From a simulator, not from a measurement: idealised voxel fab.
A process module follows: voxel transistor to metal.
Each square cell in cross-section cut measures 5 nm, and the section as a whole is 155 nm wide.
A cross-section is written here as square cells arranged in a grid, and it is given in bands from the top down, each band taking up one or more rows of cells. Within each band entry, the heights of the top and of the bottom of the band appear first, in that order and in nm; the materials of the band then follow from left to right, each with its corresponding width in nm. The designation "edge to edge" on a single material indicates that it fills the band from edge to edge; the designation "air" indicates empty space. Basically, 0 is our baseline, since under it the wafer straight out of the box is all one material. The bottom band has no lower end and keeps on going down, so it looks like "0..down". The expression "30->40" gives the width at the extremes of the band, the first number at its top row of cells and the second at its bottom row, with the width changing by equal amounts from each row to the next in between. "no change" for a step: no cell of the cross-section changed in that step. The list in "Closed internal voids" covers empty spaces of 8 cells or more that cannot reach the top through any open way, and it gives each as width x height at distance; the distance is from the left edge, and width, height and distance are in nm. On each step's line, the part that comes after the settings is the simulator's own comment on the step. "overlay nm" on a masked step: distance the mask lay right of its planned place, negative for left.
Below is the list of planned process steps
| 1 | RECEIVE,material Si |
| 2 | CONFORMAL_DEP,material SiO2,thk nm 5 |
| 3 | CONFORMAL_DEP,material SiN,thk nm 10 |
| 4 | PATTERN,tone cover,mask id ACTIVE,material resist,width nm 100,thk nm 20,overlay nm 0 |
| 5 | DIRECTIONAL_ETCH,etch materials SiN,depth nm 10 |
| 6 | DIRECTIONAL_ETCH,etch materials SiO2,depth nm 5 |
| 7 | DIRECTIONAL_ETCH,etch materials Si,depth nm 25 |
| 8 | STRIP,etch materials resist |
| 9 | OXIDIZE,depth nm 5 |
| 10 | FILL_DEP,material SiO2,thk nm 5 |
| 11 | CMP,height nm 15 |
| 12 | SELECTIVE_ETCH,etch materials SiO2,depth nm 5 |
| 13 | STRIP,etch materials SiN |
| 14 | SELECTIVE_ETCH,etch materials SiO2,depth nm 5 |
| 15 | OXIDIZE,depth nm 5 |
| 16 | DIRECTIONAL_DEP,material polySi,thk nm 30 |
| 17 | DIRECTIONAL_DEP,material SiCN,thk nm 15 |
| 18 | MASKED_ETCH,tone cover,mask id GATE,width nm 20,etch materials SiCN,depth nm 25,overlay nm 0 |
| 19 | MASKED_ETCH,tone cover,mask id GATE,width nm 20,etch materials polySi,depth nm 40,overlay nm 0 |
| 20 | CONFORMAL_DEP,material SiN,thk nm 10 |
| 21 | DIRECTIONAL_ETCH,etch materials SiN,depth nm 10 |
| 22 | DIRECTIONAL_ETCH,etch materials SiO2,depth nm 5 |
| 23 | EPI,material SiGe,thk nm 5 |
| 24 | FILL_DEP,material SiO2,thk nm 10 |
| 25 | CMP,height nm 45 |
| 26 | DIRECTIONAL_DEP,material SiO2,thk nm 10 |
| 27 | PATTERN,tone open,mask id CONTACT,material resist,width nm 15,pitch nm 65,thk nm 20,overlay nm 0 |
| 28 | DIRECTIONAL_ETCH,etch materials SiO2,depth nm 55 |
| 29 | STRIP,etch materials resist |
| 30 | CONFORMAL_DEP,material TiN,thk nm 5 |
| 31 | FILL_DEP,material W,thk nm 5 |
| 32 | CMP,height nm 55 |
| 33 | DIRECTIONAL_DEP,material TiN,thk nm 5 |
| 34 | DIRECTIONAL_DEP,material Ru,thk nm 20 |
| 35 | PATTERN,tone cover,mask id METAL_1,material resist,width nm 15,pitch nm 65,thk nm 20,overlay nm 0 |
| 36 | DIRECTIONAL_ETCH,etch materials Ru,depth nm 20 |
| 37 | DIRECTIONAL_ETCH,etch materials TiN,depth nm 5 |
| 38 | STRIP,etch materials resist |
| 39 | FILL_DEP,material SiO2,thk nm 10 |
| 40 | CMP,height nm 80 |
| 41 | CONFORMAL_DEP,material SiCN,thk nm 5 |
| 42 | DIRECTIONAL_DEP,material lowk,thk nm 25 |
| 43 | DIRECTIONAL_DEP,material aC,thk nm 10 |
| 44 | PATTERN,tone open,mask id METAL_2,material resist,width nm 15,pitch nm 65,thk nm 30,overlay nm 0 |
| 45 | DIRECTIONAL_ETCH,etch materials aC,depth nm 10 |
| 46 | STRIP,etch materials resist |
| 47 | DIRECTIONAL_ETCH,etch materials lowk,depth nm 15 |
| 48 | STRIP,etch materials aC |
| 49 | MASKED_ETCH,tone open,mask id METAL_2_HOLES,width nm 15,pitch nm 65,etch materials lowk,depth nm 10,overlay nm 0 |
| 50 | MASKED_ETCH,tone open,mask id METAL_2_HOLES,width nm 15,pitch nm 65,etch materials SiCN,depth nm 5,overlay nm 0 |
| 51 | CONFORMAL_DEP,material TiN,thk nm 5 |
| 52 | FILL_DEP,material Cu,thk nm 10 |
| 53 | CMP,height nm 110 |
| 54 | CONFORMAL_DEP,material SiN,thk nm 5 |
Cross-section of the incoming wafer, state after step 1
- 0..down  Si edge to edge
- Closed internal voids: none
The cross-section shown corresponds to the wafer at the conclusion of the module. The initial structure and the process plan are those presented above; however, one mistake occurred in executing the plan
- 115..110  SiN edge to edge
- 110..85  lowk=35, TiN=5, Cu=5, TiN=5, lowk=50, TiN=5, Cu=5, TiN=5, lowk=40
- 85..80  SiCN=35, TiN=15, SiCN=50, TiN=15, SiCN=40
- 80..60  SiO2=35, Ru=15, SiO2=50, Ru=15, SiO2=40
- 60..55  SiO2=35, TiN=15, SiO2=50, TiN=15, SiO2=40
- 55..45  SiO2=35, TiN=5, W=5, TiN=5, SiO2=50, TiN=5, W=5, TiN=5, SiO2=40
- 45..30  SiO2=35, TiN=5, W=5, TiN=5, SiO2=5, SiN=10, SiCN=20, SiN=10, SiO2=5, TiN=5, W=5, TiN=5, SiO2=40
- 30..5  SiO2=35, TiN=5, W=5, TiN=5, SiN=10, polySi=25, SiN=10, SiO2=5, TiN=5, W=5, TiN=5, SiO2=40
- 5..0  SiO2=20, SiN=10, SiO2=5, TiN=15, SiN=10, polySi=25, SiN=10, SiO2=5, TiN=15, SiO2=5, SiN=10, SiO2=25
- 0..-5  SiO2=30, SiGe=20, SiO2=45, SiGe=25, SiO2=35
- -5..-30  SiO2=30, Si=90, SiO2=35
- -30..down  Si edge to edge
- Closed internal voids: none
The plan and the run diverged here: step 19 changed vs plan, executed as MASKED_ETCH,tone cover,mask id GATE,width nm 20,etch materials polySi,depth nm 40,overlay nm -5
